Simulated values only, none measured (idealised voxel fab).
The name of this process module is voxel trench capacitor.
The figure presents cross-section cut, which has a width of 175 nm and is divided into square cells with an edge length of 5 nm.
For the purposes of this document, a cross-section shall be understood as a grid of square cells, specified as bands listed in top-to-bottom order, each band consisting of one or more rows of cells. Within each band entry, the heights of the top and of the bottom of the band appear first, in that order and in nm; the materials of the band then follow from left to right, each with its corresponding width in nm. The designation "throughout" on a single material indicates that it fills the band from edge to edge; the designation "blank" indicates empty space. Heights are measured from 0, the level below which the as-received wafer is all one material; the lowest band has no bottom and continues downward, written as in "0 nm and below". With a width like "30->40", each row of cells in the band differs from the next by the same amount, the top row carrying the first number and the bottom row the second. A step reported as "remained unchanged" is a step in which no cell of the cross-section changed. For the entry "Closed void catalog", the listed items are empty spaces with no open way to the top whose size is 8 cells or more; each item follows the pattern width x height at distance, where distance is from the left edge and all three are in nm. Whatever follows a step's settings on its line is a remark the simulator itself makes about that step. overlay nm: right-of-plan distance of the mask on a masked step; negative values mean left-of-plan.
-- The process steps that were planned are listed below
| 1 | RECEIVE [material Si] |
| 2 | CONFORMAL_DEP [material SiN] [thk nm 10] |
| 3 | DIRECTIONAL_DEP [material aC] [thk nm 15] |
| 4 | PATTERN [tone open] [mask id TRENCH] [material resist] [width nm 25] [pitch nm 55] [thk nm 35] [overlay nm 0] |
| 5 | DIRECTIONAL_ETCH [etch materials aC] [depth nm 15] |
| 6 | STRIP [etch materials resist] |
| 7 | DIRECTIONAL_ETCH [etch materials SiN] [depth nm 10] |
| 8 | DIRECTIONAL_ETCH [etch materials Si] [depth nm 25] |
| 9 | STRIP [etch materials aC] |
| 10 | CONFORMAL_DEP [material Al2O3] [thk nm 5] |
| 11 | CONFORMAL_DEP [material TiN] [thk nm 5] |
| 12 | FILL_DEP [material W] [thk nm 10] |
| 13 | CMP [height nm 10] |
-- First wafer, two in total, run as planned
-- as received, after step 1
  0 nm and below | Si throughout
  Closed void catalog: none
-- Cross-section of the wafer subsequent to step 2
  10 nm to 0 nm | SiN throughout
  Everything under 0 stays put, no change at all.
-- Cross-section of the wafer subsequent to step 3
  25 nm to 10 nm | aC throughout
  Everything under 10 stays put, no change at all.
-- Cross-section of the wafer subsequent to step 4
  60 nm to 25 nm | resist (45) / blank (25) / resist (30) / blank (25) / resist (50)
  Everything under 25 stays put, no change at all.
-- Cross-section of the wafer subsequent to step 5
  45 nm to 25 nm | resist (45) / blank (25) / resist (30) / blank (25) / resist (50)
  25 nm to 10 nm | aC (45) / blank (25) / aC (30) / blank (25) / aC (50)
  Everything under 10 stays put, no change at all.
-- Cross-section of the wafer subsequent to step 6
  25 nm to 10 nm | aC (45) / blank (25) / aC (30) / blank (25) / aC (50)
  Everything under 10 stays put, no change at all.
-- Cross-section of the wafer subsequent to step 7
  25 nm to 10 nm | aC (45) / blank (25) / aC (30) / blank (25) / aC (50)
  10 nm to 0 nm | SiN (45) / blank (25) / SiN (30) / blank (25) / SiN (50)
  Everything under 0 stays put, no change at all.
-- Cross-section of the wafer subsequent to step 8
  25 nm to 10 nm | aC (45) / blank (25) / aC (30) / blank (25) / aC (50)
  10 nm to 0 nm | SiN (45) / blank (25) / SiN (30) / blank (25) / SiN (50)
  0 nm to -25 nm | Si (45) / blank (25) / Si (30) / blank (25) / Si (50)
  Everything under -25 stays put, no change at all.
-- Cross-section of the wafer subsequent to step 9
  10 nm to 0 nm | SiN (45) / blank (25) / SiN (30) / blank (25) / SiN (50)
  Everything under 0 stays put, no change at all.
-- Cross-section of the wafer subsequent to step 10
  15 nm to 10 nm | Al2O3 (50) / blank (15) / Al2O3 (40) / blank (15) / Al2O3 (55)
  10 nm to 0 nm | SiN (45) / Al2O3 (5) / blank (15) / Al2O3 (5) / SiN (30) / Al2O3 (5) / blank (15) / Al2O3 (5) / SiN (50)
  0 nm to -20 nm | Si (45) / Al2O3 (5) / blank (15) / Al2O3 (5) / Si (30) / Al2O3 (5) / blank (15) / Al2O3 (5) / Si (50)
  -20 nm to -25 nm | Si (45) / Al2O3 (25) / Si (30) / Al2O3 (25) / Si (50)
  Everything under -25 stays put, no change at all.
-- Cross-section of the wafer subsequent to step 11
  20 nm to 15 nm | TiN (55) / blank (5) / TiN (50) / blank (5) / TiN (60)
  15 nm to 10 nm | Al2O3 (50) / TiN (5) / blank (5) / TiN (5) / Al2O3 (40) / TiN (5) / blank (5) / TiN (5) / Al2O3 (55)
  10 nm to 0 nm | SiN (45) / Al2O3 (5) / TiN (5) / blank (5) / TiN (5) / Al2O3 (5) / SiN (30) / Al2O3 (5) / TiN (5) / blank (5) / TiN (5) / Al2O3 (5) / SiN (50)
  0 nm to -15 nm | Si (45) / Al2O3 (5) / TiN (5) / blank (5) / TiN (5) / Al2O3 (5) / Si (30) / Al2O3 (5) / TiN (5) / blank (5) / TiN (5) / Al2O3 (5) / Si (50)
  -15 nm to -20 nm | Si (45) / Al2O3 (5) / TiN (15) / Al2O3 (5) / Si (30) / Al2O3 (5) / TiN (15) / Al2O3 (5) / Si (50)
  Everything under -20 stays put, no change at all.
-- Cross-section of the wafer subsequent to step 12
  30 nm to 20 nm | W throughout
  20 nm to 15 nm | TiN (55) / W (5) / TiN (50) / W (5) / TiN (60)
  15 nm to 10 nm | Al2O3 (50) / TiN (5) / W (5) / TiN (5) / Al2O3 (40) / TiN (5) / W (5) / TiN (5) / Al2O3 (55)
  10 nm to 0 nm | SiN (45) / Al2O3 (5) / TiN (5) / W (5) / TiN (5) / Al2O3 (5) / SiN (30) / Al2O3 (5) / TiN (5) / W (5) / TiN (5) / Al2O3 (5) / SiN (50)
  0 nm to -15 nm | Si (45) / Al2O3 (5) / TiN (5) / W (5) / TiN (5) / Al2O3 (5) / Si (30) / Al2O3 (5) / TiN (5) / W (5) / TiN (5) / Al2O3 (5) / Si (50)
  Everything under -15 stays put, no change at all.
-- Cross-section of the wafer subsequent to step 13
  10 nm to 0 nm | SiN (45) / Al2O3 (5) / TiN (5) / W (5) / TiN (5) / Al2O3 (5) / SiN (30) / Al2O3 (5) / TiN (5) / W (5) / TiN (5) / Al2O3 (5) / SiN (50)
  Everything under 0 stays put, no change at all.
-- Wafer two. Identical start, identical plan. One mistake in execution. Identical history through step 3
-- The second wafer cut through, at the time step 4 was supposed to be finished
  60 nm to 25 nm | resist (45) / blank (30) / resist (25) / blank (30) / resist (45)
  Everything under 25 stays put, no change at all.
-- The second wafer cut through, at the time step 5 was supposed to be finished
  45 nm to 25 nm | resist (45) / blank (30) / resist (25) / blank (30) / resist (45)
  25 nm to 10 nm | aC (45) / blank (30) / aC (25) / blank (30) / aC (45)
  Everything under 10 stays put, no change at all.
-- The second wafer cut through, at the time step 6 was supposed to be finished
  25 nm to 10 nm | aC (45) / blank (30) / aC (25) / blank (30) / aC (45)
  Everything under 10 stays put, no change at all.
-- The second wafer cut through, at the time step 7 was supposed to be finished
  25 nm to 10 nm | aC (45) / blank (30) / aC (25) / blank (30) / aC (45)
  10 nm to 0 nm | SiN (45) / blank (30) / SiN (25) / blank (30) / SiN (45)
  Everything under 0 stays put, no change at all.
-- The second wafer cut through, at the time step 8 was supposed to be finished
  25 nm to 10 nm | aC (45) / blank (30) / aC (25) / blank (30) / aC (45)
  10 nm to 0 nm | SiN (45) / blank (30) / SiN (25) / blank (30) / SiN (45)
  0 nm to -25 nm | Si (45) / blank (30) / Si (25) / blank (30) / Si (45)
  Everything under -25 stays put, no change at all.
-- The second wafer cut through, at the time step 9 was supposed to be finished
  10 nm to 0 nm | SiN (45) / blank (30) / SiN (25) / blank (30) / SiN (45)
  Everything under 0 stays put, no change at all.
-- The second wafer cut through, at the time step 10 was supposed to be finished
  15 nm to 10 nm | Al2O3 (50) / blank (20) / Al2O3 (35) / blank (20) / Al2O3 (50)
  10 nm to 0 nm | SiN (45) / Al2O3 (5) / blank (20) / Al2O3 (5) / SiN (25) / Al2O3 (5) / blank (20) / Al2O3 (5) / SiN (45)
  0 nm to -20 nm | Si (45) / Al2O3 (5) / blank (20) / Al2O3 (5) / Si (25) / Al2O3 (5) / blank (20) / Al2O3 (5) / Si (45)
  -20 nm to -25 nm | Si (45) / Al2O3 (30) / Si (25) / Al2O3 (30) / Si (45)
  Everything under -25 stays put, no change at all.
-- The second wafer cut through, at the time step 11 was supposed to be finished
  20 nm to 15 nm | TiN (55) / blank (10) / TiN (45) / blank (10) / TiN (55)
  15 nm to 10 nm | Al2O3 (50) / TiN (5) / blank (10) / TiN (5) / Al2O3 (35) / TiN (5) / blank (10) / TiN (5) / Al2O3 (50)
  10 nm to 0 nm | SiN (45) / Al2O3 (5) / TiN (5) / blank (10) / TiN (5) / Al2O3 (5) / SiN (25) / Al2O3 (5) / TiN (5) / blank (10) / TiN (5) / Al2O3 (5) / SiN (45)
  0 nm to -15 nm | Si (45) / Al2O3 (5) / TiN (5) / blank (10) / TiN (5) / Al2O3 (5) / Si (25) / Al2O3 (5) / TiN (5) / blank (10) / TiN (5) / Al2O3 (5) / Si (45)
  -15 nm to -20 nm | Si (45) / Al2O3 (5) / TiN (20) / Al2O3 (5) / Si (25) / Al2O3 (5) / TiN (20) / Al2O3 (5) / Si (45)
  Everything under -20 stays put, no change at all.
-- The second wafer cut through, at the time step 12 was supposed to be finished
  30 nm to 20 nm | W throughout
  20 nm to 15 nm | TiN (55) / W (10) / TiN (45) / W (10) / TiN (55)
  15 nm to 10 nm | Al2O3 (50) / TiN (5) / W (10) / TiN (5) / Al2O3 (35) / TiN (5) / W (10) / TiN (5) / Al2O3 (50)
  10 nm to 0 nm | SiN (45) / Al2O3 (5) / TiN (5) / W (10) / TiN (5) / Al2O3 (5) / SiN (25) / Al2O3 (5) / TiN (5) / W (10) / TiN (5) / Al2O3 (5) / SiN (45)
  0 nm to -15 nm | Si (45) / Al2O3 (5) / TiN (5) / W (10) / TiN (5) / Al2O3 (5) / Si (25) / Al2O3 (5) / TiN (5) / W (10) / TiN (5) / Al2O3 (5) / Si (45)
  Everything under -15 stays put, no change at all.
-- The second wafer cut through, at the time step 13 was supposed to be finished
  10 nm to 0 nm | SiN (45) / Al2O3 (5) / TiN (5) / W (10) / TiN (5) / Al2O3 (5) / SiN (25) / Al2O3 (5) / TiN (5) / W (10) / TiN (5) / Al2O3 (5) / SiN (45)
  Everything under 0 stays put, no change at all.
Deviation noted in wafer processing: in deviation from the planned setting, step 4 was conducted as PATTERN [tone open] [mask id TRENCH] [material resist] [width nm 30] [pitch nm 55] [thk nm 35] [overlay nm 0]
Cell-count delta at end, second wafer over first, by material: Al2O3 +2; Si -10; SiN -4; TiN +2; W +10
